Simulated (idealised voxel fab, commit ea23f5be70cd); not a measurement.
process module | voxel wiring stack
cross-section cut | 285 nm wide | cells 5 nm
A cross-section is a grid of square cells, given in bands from the top down. A band is one or more rows of cells.
Each band's line starts with the height of the band's top and of its bottom, in nm. Then come its materials from left to right, each with its width in nm. One material with "throughout" fills the band from edge to edge. "air" is empty space.
Height 0 is the level under which the wafer as received is all one material. The lowest band goes on downwards, as in "0 down".
A width such as "30 to 40" changes by the same amount from each row of cells to the next, from the band's top row to its bottom row.
"no change" after a step means that no cell of the cross-section changed.
closed voids: empty space of 8 cells or more with no open way to the top, each as width x height at its distance from the left edge, in nm
after a step's settings: what the simulator itself notes on the step
overlay nm, on a step with a mask: how far to the right of its planned place the mask lay; to the left if negative
plan
1 op RECEIVE | material Si
2 op CONFORMAL_DEP | material SiO2 | thk nm 15
3 op CONFORMAL_DEP | material SiN | thk nm 5
4 op DIRECTIONAL_DEP | material SiO2 | thk nm 20
5 op DIRECTIONAL_DEP | material aC | thk nm 15
6 op PATTERN | tone open | mask id METAL_1 | material resist | width nm 15 | pitch nm 50 | thk nm 35 | overlay nm 0
7 op DIRECTIONAL_ETCH | etch materials aC | depth nm 15
8 op STRIP | etch materials resist
9 op DIRECTIONAL_ETCH | etch materials SiO2 | depth nm 20
10 op DIRECTIONAL_ETCH | etch materials SiN | depth nm 5
11 op STRIP | etch materials aC
12 op CONFORMAL_DEP | material TiN | thk nm 5
13 op FILL_DEP | material W | thk nm 5
14 op CMP | height nm 40
15 op EPI | material Ru | thk nm 5
16 op FILL_DEP | material SiCN | thk nm 5
17 op DIRECTIONAL_DEP | material SiO2 | thk nm 15
18 op PATTERN | tone open | mask id PLUG_1 | material resist | width nm 15 | pitch nm 50 | thk nm 20 | overlay nm 0
19 op DIRECTIONAL_ETCH | etch materials SiO2 | depth nm 15
20 op DIRECTIONAL_ETCH | etch materials SiCN | depth nm 5
21 op STRIP | etch materials resist
22 op CONFORMAL_DEP | material TiN | thk nm 5
23 op FILL_DEP | material Ru | thk nm 10
24 op CMP | height nm 65
25 op CONFORMAL_DEP | material SiN | thk nm 5
26 op DIRECTIONAL_DEP | material lowk | thk nm 20
27 op MASKED_ETCH | tone open | mask id METAL_2 | width nm 25 | pitch nm 50 | etch materials lowk | depth nm 20 | overlay nm 0
28 op MASKED_ETCH | tone open | mask id METAL_2 | width nm 25 | pitch nm 50 | etch materials SiN | depth nm 5 | overlay nm 0
29 op CONFORMAL_DEP | material TiN | thk nm 5
30 op FILL_DEP | material Cu | thk nm 5
31 op CMP | height nm 90
32 op CONFORMAL_DEP | material SiCN | thk nm 5
varied across the wafers: width nm of step 6. The plan shows the first wafer's value. All wafers start alike
first wafer as received, after step 1
  0 down: Si throughout
  closed voids: none
first wafer at the end, after step 32
  95 to 90: SiCN throughout
  90 to 70: lowk 80 | TiN 5 | Cu 15 | TiN 5 | lowk 25 | TiN 5 | Cu 15 | TiN 5 | lowk 25 | TiN 5 | Cu 15 | TiN 5 | lowk 80
  70 to 65: SiN 80 | TiN 25 | SiN 25 | TiN 25 | SiN 25 | TiN 25 | SiN 80
  65 to 50: SiO2 80 | TiN 5 | Ru 5 | TiN 5 | SiO2 35 | TiN 5 | Ru 5 | TiN 5 | SiO2 35 | TiN 5 | Ru 5 | TiN 5 | SiO2 90
  50 to 45: SiCN 80 | TiN 15 | SiCN 35 | TiN 15 | SiCN 35 | TiN 15 | SiCN 90
  45 to 40: SiCN 80 | Ru 25 | SiCN 25 | Ru 25 | SiCN 25 | Ru 25 | SiCN 80
  40 to 20: SiO2 85 | TiN 5 | W 5 | TiN 5 | SiO2 35 | TiN 5 | W 5 | TiN 5 | SiO2 35 | TiN 5 | W 5 | TiN 5 | SiO2 85
  20 to 15: SiN 85 | TiN 15 | SiN 35 | TiN 15 | SiN 35 | TiN 15 | SiN 85
  15 to 0: SiO2 throughout
  0 down: Si throughout
  closed voids: none
last wafer at the end
  95 to 90: SiCN throughout
  90 to 70: lowk 80 | TiN 5 | Cu 15 | TiN 5 | lowk 25 | TiN 5 | Cu 15 | TiN 5 | lowk 25 | TiN 5 | Cu 15 | TiN 5 | lowk 80
  70 to 65: SiN 80 | TiN 25 | SiN 25 | TiN 25 | SiN 25 | TiN 25 | SiN 80
  65 to 50: SiO2 80 | TiN 5 | Ru 5 | TiN 5 | SiO2 35 | TiN 5 | Ru 5 | TiN 5 | SiO2 35 | TiN 5 | Ru 5 | TiN 5 | SiO2 90
  50 to 45: SiCN 80 | TiN 15 | SiCN 35 | TiN 15 | SiCN 35 | TiN 15 | SiCN 90
  45 to 40: SiCN 70 | Ru 45 | SiCN 5 | Ru 45 | SiCN 5 | Ru 45 | SiCN 70
  40 to 20: SiO2 75 | TiN 5 | W 25 | TiN 5 | SiO2 15 | TiN 5 | W 25 | TiN 5 | SiO2 15 | TiN 5 | W 25 | TiN 5 | SiO2 75
  20 to 15: SiN 75 | TiN 35 | SiN 15 | TiN 35 | SiN 15 | TiN 35 | SiN 75
  15 to 0: SiO2 throughout
  0 down: Si throughout
  closed voids: none
each wafer at the end: cells of each material gained (+) or lost (-) since it was received, then its closed voids
width nm 15 | +36 Cu | +24 Ru | +147 SiCN | +90 SiN | +507 SiO2 | +99 TiN | +12 W | +168 lowk | closed voids: none
width nm 20 | +36 Cu | +27 Ru | +144 SiCN | +87 SiN | +495 SiO2 | +102 TiN | +24 W | +168 lowk | closed voids: none
width nm 25 | +36 Cu | +30 Ru | +141 SiCN | +84 SiN | +483 SiO2 | +105 TiN | +36 W | +168 lowk | closed voids: none
width nm 30 | +36 Cu | +33 Ru | +138 SiCN | +81 SiN | +471 SiO2 | +108 TiN | +48 W | +168 lowk | closed voids: none
width nm 35 | +36 Cu | +36 Ru | +135 SiCN | +78 SiN | +459 SiO2 | +111 TiN | +60 W | +168 lowk | closed voids: none
